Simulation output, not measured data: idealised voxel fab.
The document below concerns the process module designated voxel spacer lines.
It is cross-section cut that appears here, measuring 140 nm in width, its square cells being 5 nm in size.
If you're reading a cross-section in this doc, picture square cells in a grid; it comes to you as bands, top ones listed first down to the bottom, and a band can be one or more rows of cells.
Heads up on the band format: heights come first, top then bottom, in nm. After that it's the materials left to right, each with its width in nm. A single material flagged "everywhere" fills the whole band edge to edge, and "empty" means there's empty space there.
The level at which height equals 0 is the one under which the wafer, as it arrives, is entirely one material. No lower edge exists for the bottom band, which continues downward and is notated as in "0 down".
With a width like "30..40", each row of cells in the band differs from the next by the same amount, the top row carrying the first number and the bottom row the second.
Where a step carries "everything unchanged", the cross-section came out of it unchanged, cell for cell.
"Sealed void list" - sealed voids, min. 8 cells, no opening to top; format: width x height at distance (distance from left edge; nm throughout).
Text after the settings on a step's line: the simulator's own remark on that step.
On any step carrying a mask, the "overlay nm" setting, if present on the step's line, tells how far right of its planned place the mask lay; negative values point to the left.
Steps in the process plan
- 1: RECEIVE,material Si
- 2: CONFORMAL_DEP,material SiO2,thk nm 5
- 3: DIRECTIONAL_DEP,material W,thk nm 20
- 4: DIRECTIONAL_DEP,material aC,thk nm 30
- 5: PATTERN,tone cover,mask id MANDREL,material resist,width nm 25,pitch nm 80,thk nm 40,overlay nm 0
- 6: DIRECTIONAL_ETCH,etch materials aC,depth nm 30
- 7: STRIP,etch materials resist
- 8: CONFORMAL_DEP,material SiN,thk nm 15
- 9: DIRECTIONAL_ETCH,etch materials SiN,depth nm 15
- 10: STRIP,etch materials aC
- 11: DIRECTIONAL_ETCH,etch materials W,depth nm 20
- 12: STRIP,etch materials SiN
- 13: FILL_DEP,material SiO2,thk nm 5
- 14: CMP,height nm 25
Cross-sectional view of the wafer in its as-received condition, corresponding to the state after step 1
	0 down: Si everywhere
	Sealed void list: none
Looking at the first of two wafers in cross-section at end of module - ran to plan
	25 to 5: 15 nm W, 25 nm SiO2, 15 nm W, 25 nm SiO2, 15 nm W, 25 nm SiO2, 15 nm W, 5 nm SiO2
	5 to 0: SiO2 everywhere
	0 down: Si everywhere
	Sealed void list: none
Same start, same plan as the first wafer - but one mistake in the run. Cross-section of the second of the two at the end of the module
	25 to 20: SiO2 everywhere
	20 to 0: 15 nm W, 25 nm SiO2, 15 nm W, 25 nm SiO2, 15 nm W, 25 nm SiO2, 15 nm W, 5 nm SiO2
	0 down: Si everywhere
	Sealed void list: none
Error vs. plan: not run: step 2 of the plan (skipped)
The two final wafers agree on how many cells each material fills and disagree on which cells those are.
